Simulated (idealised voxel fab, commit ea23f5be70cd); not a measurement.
Proc. module: voxel ribs on slabs
In the cross-section labelled cut, the width is 235 nm and each square cell is 5 nm.
We lay out every cross-section as a grid of square cells and spell it out in bands from the top down, where one band means one or more rows of cells. Top, bottom (nm), then materials left to right with widths (nm); lone material tagged "everywhere" fills the whole band edge to edge; "air" = empty space. Heads up on the height convention: 0 is the point under which the incoming wafer is all one material, and the lowest band has no bottom, it just keeps going down, like "0..down". The expression "30..40" gives the width at the extremes of the band, the first number at its top row of cells and the second at its bottom row, with the width changing by equal amounts from each row to the next in between. Basically "nothing got changed" means that step didn't change any cell in the cross-section. Under "Closed cavities" you'll find the enclosed gaps, the ones with no way out to the top, that are 8 cells or bigger; each reads width x height at distance, with distance counted from the left edge, everything in nm. Past the settings on a step's line: simulator remark, on that step. The setting "overlay nm" may be written on the line of a step. When the step uses a mask, the value reports how far to the right of the planned place the mask lay, and a negative value reports that it lay to the left.

[The planned process steps are enumerated hereunder]
1 op RECEIVE | material Si
2 op DIRECTIONAL_DEP | material SiO2 | thk nm 30
3 op DIRECTIONAL_DEP | material polySi | thk nm 15
4 op MASKED_ETCH | tone cover | mask id RIB | width nm 30 | etch materials polySi | depth nm 10 | overlay nm 0
5 op PATTERN | tone cover | mask id SLAB | material resist | width nm 90 | thk nm 15 | overlay nm 0
6 op DIRECTIONAL_ETCH | etch materials polySi | depth nm 5
7 op STRIP | etch materials resist
8 op FILL_DEP | material SiO2 | thk nm 15
9 op CMP | height nm 55
10 op DIRECTIONAL_DEP | material TiN | thk nm 5
11 op DIRECTIONAL_DEP | material aC | thk nm 10
12 op PATTERN | tone cover | mask id HEATER | material resist | width nm 40 | thk nm 25 | overlay nm 0
13 op DIRECTIONAL_ETCH | etch materials aC | depth nm 10
14 op STRIP | etch materials resist
15 op DIRECTIONAL_ETCH | etch materials TiN | depth nm 5
16 op STRIP | etch materials aC
17 op CONFORMAL_DEP | material SiN | thk nm 10

[Step 1 complete: cross-section of the wafer as received]
  0..down = Si everywhere
  Closed cavities: none

[End-of-module XS, first of two wafers, run as planned]
  70..65 = air (85), then SiN (60), then air (90)
  65..60 = SiN everywhere
  60..55 = SiN (95), then TiN (40), then SiN (100)
  55..45 = SiO2 everywhere
  45..35 = SiO2 (100), then polySi (30), then SiO2 (105)
  35..30 = SiO2 (70), then polySi (90), then SiO2 (75)
  30..0 = SiO2 everywhere
  0..down = Si everywhere
  Closed cavities: none

[second wafer at the end: like start, like plan, one mistake]
  70..65 = air (85), then SiN (60), then air (90)
  65..60 = SiN everywhere
  60..55 = SiN (95), then TiN (40), then SiN (100)
  55..45 = SiO2 (100..70), then polySi (30..90), then SiO2 (105..75)
  45..30 = polySi everywhere
  30..0 = SiO2 everywhere
  0..down = Si everywhere
  Closed cavities: none
what went wrong: heads up, step 3 of the plan got done twice
Heads up, by the end the second wafer has more or fewer cells of some materials compared to the first: 135 fewer of SiO2 | 135 more of polySi
